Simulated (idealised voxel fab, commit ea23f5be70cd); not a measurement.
process module | voxel released beams
In the cross-section labelled cut, the width is 275 nm and each square cell is 5 nm.
In this document a cross-section is written as a grid of square cells. It is given as a series of bands, listed from the top down, and a band is one or more rows of cells. Within each band entry, the heights of the top and of the bottom of the band appear first, in that order and in nm; the materials of the band then follow from left to right, each with its corresponding width in nm. The designation "everywhere" on a single material indicates that it fills the band from edge to edge; the designation "empty" indicates empty space. Height is counted from the level 0, under which the received wafer is composed throughout of one material. The lowest of the bands is not closed at the bottom but continues downward, in the notation "from 0 down". The width entry "30->40" should be interpreted row by row: the top row of cells in the band takes the first number, the bottom row takes the second number, and the change between adjacent rows is uniform throughout. It should be understood that the words "no alterations made", when stated for a given step, signify that the cross-section underwent no change in any of its cells during that step. Empty spaces counting at least 8 cells and having no open way to the top are listed in "Enclosed void catalog". The notation width x height at distance is used for each, the distance being from the left edge and all three values in nm. Formally, on a step line, whatever follows the settings is a remark that the simulator itself makes on the step. A step's line can hold "overlay nm"; with a mask on that step, the setting says how far right of the planned place the mask lay, while a negative setting says it lay to the left.

### Process steps foreseen in the plan
1. RECEIVE: material Si
2. CONFORMAL_DEP: material Al2O3, thk nm 5
3. DIRECTIONAL_DEP: material SiO2, thk nm 20
4. MASKED_ETCH: tone open, mask id ANCHOR, width nm 25, etch materials SiO2, depth nm 20, overlay nm 0
5. CONFORMAL_DEP: material SiN, thk nm 10
6. DIRECTIONAL_DEP: material aC, thk nm 10
7. PATTERN: tone cover, mask id BEAM, material resist, width nm 75, thk nm 25, overlay nm 0
8. DIRECTIONAL_ETCH: etch materials aC, depth nm 10
9. STRIP: etch materials resist
10. DIRECTIONAL_ETCH: etch materials SiN, depth nm 10
11. STRIP: etch materials aC
12. STRIP: etch materials SiO2

### Cross-section of the incoming wafer, state after step 1
- from 0 down: Si everywhere
- Enclosed void catalog: none

### Sectioned view, first of two wafers, at the close of the module, processed as intended in the plan
- from 35 to 25: empty=95 | SiN=15 | empty=5 | SiN=55 | empty=105
- from 25 to 15: empty=100 | SiN=10 | empty=5 | SiN=10 | empty=150
- from 15 to 5: empty=100 | SiN=25 | empty=150
- from 5 to 0: Al2O3 everywhere
- from 0 down: Si everywhere
- Enclosed void catalog: none

### Cross-sectional image of the second wafer of the two following completion of the module. Starting state and process plan were the same as for the first wafer; one execution error occurred
- from 0 down: Si everywhere
- Enclosed void catalog: none
what went wrong: in deviation from the planned setting, step 2 was conducted as CONFORMAL_DEP: material SiO2, thk nm 5
FYI, end of process, the second wafer has more or fewer cells of some materials than the first: 55 fewer of Al2O3 | 46 fewer of SiN
